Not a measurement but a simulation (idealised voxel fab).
A process module follows: voxel self aligned vias.
The figure presents cross-section cut, which has a width of 265 nm and is divided into square cells with an edge length of 5 nm.
Bands, listed from the top down, are how a cross-section gets written in this document; the cross-section itself is a grid of square cells, and a band is one or more rows of them. Band: top height; bottom height; in nm. Then, left to right: material with width in nm, for each material. "throughout": a single material spanning edge to edge. "empty": empty space. Height reference: 0 = level under which incoming wafer is all one material. Lowest band: no bottom, runs on downward, e.g. "0 and below". Width: "30..40" (first number = top row, second number = bottom row, same change from row to row of cells). It should be understood that the words "remained unchanged", when stated for a given step, signify that the cross-section underwent no change in any of its cells during that step. If an empty space has no open way to the top and is at least 8 cells in size, "Enclosed void listing" lists it, written width x height at distance, where distance is measured from the left edge and every value is in nm. Text after the settings on a step's line: the simulator's own remark on that step. The setting "overlay nm" may be written on the line of a step. When the step uses a mask, the value reports how far to the right of the planned place the mask lay, and a negative value reports that it lay to the left.

### Steps planned for the process
step 1: RECEIVE | material Si
step 2: CONFORMAL_DEP | material SiO2 | thk nm 15
step 3: CONFORMAL_DEP | material SiCN | thk nm 5
step 4: DIRECTIONAL_DEP | material lowk | thk nm 25
step 5: DIRECTIONAL_DEP | material aC | thk nm 15
step 6: PATTERN | tone open | mask id LINES | material resist | width nm 20 | pitch nm 60 | thk nm 35 | overlay nm 0
step 7: DIRECTIONAL_ETCH | etch materials aC | depth nm 15
step 8: STRIP | etch materials resist
step 9: DIRECTIONAL_ETCH | etch materials lowk | depth nm 25
step 10: STRIP | etch materials aC
step 11: CONFORMAL_DEP | material TiN | thk nm 5
step 12: FILL_DEP | material W | thk nm 5
step 13: CMP | height nm 45
step 14: SELECTIVE_ETCH | etch materials W Ru TiN | depth nm 10
step 15: FILL_DEP | material SiN | thk nm 10
step 16: CMP | height nm 45
step 17: DIRECTIONAL_DEP | material lowk | thk nm 15
step 18: DIRECTIONAL_DEP | material aC | thk nm 15
step 19: PATTERN | tone open | mask id VIAS | material resist | width nm 30 | pitch nm 60 | thk nm 35 | overlay nm 0
step 20: DIRECTIONAL_ETCH | etch materials aC | depth nm 15
step 21: STRIP | etch materials resist
step 22: DIRECTIONAL_ETCH | etch materials lowk | depth nm 15
step 23: DIRECTIONAL_ETCH | etch materials SiN | depth nm 10
step 24: STRIP | etch materials aC
step 25: CONFORMAL_DEP | material TiN | thk nm 5
step 26: FILL_DEP | material W | thk nm 10
step 27: CMP | height nm 60
step 28: CONFORMAL_DEP | material SiN | thk nm 5

### Step 1 complete: cross-section of the wafer as received
    0 and below  Si throughout
    Enclosed void listing: none

### a wafer at the end: this start, this plan, one mistake
    65 down to 60  SiN throughout
    60 down to 50  55 of lowk  5 of TiN  20 of W  5 of TiN  30 of lowk  5 of TiN  20 of W  5 of TiN  30 of lowk  5 of TiN  20 of W  5 of TiN  60 of lowk
    50 down to 45  55 of lowk  5 of TiN  5 of W  20 of TiN  30 of lowk  5 of TiN  5 of W  20 of TiN  30 of lowk  5 of TiN  5 of W  20 of TiN  60 of lowk
    45 down to 40  50 of lowk  5 of SiN  5 of TiN  5 of W  5 of TiN  40 of lowk  5 of SiN  5 of TiN  5 of W  5 of TiN  40 of lowk  5 of SiN  5 of TiN  5 of W  5 of TiN  75 of lowk
    40 down to 35  50 of lowk  5 of SiN  15 of TiN  40 of lowk  5 of SiN  15 of TiN  40 of lowk  5 of SiN  15 of TiN  75 of lowk
    35 down to 25  50 of lowk  5 of TiN  10 of W  5 of TiN  40 of lowk  5 of TiN  10 of W  5 of TiN  40 of lowk  5 of TiN  10 of W  5 of TiN  75 of lowk
    25 down to 20  50 of lowk  20 of TiN  40 of lowk  20 of TiN  40 of lowk  20 of TiN  75 of lowk
    20 down to 15  SiCN throughout
    15 down to 0  SiO2 throughout
    0 and below  Si throughout
    Enclosed void listing: none
It is concluded that the wafer was processed incorrectly with respect to the plan, in that step 6 went in with a setting other than planned; the actual run was PATTERN | tone open | mask id LINES | material resist | width nm 20 | pitch nm 60 | thk nm 35 | overlay nm -10
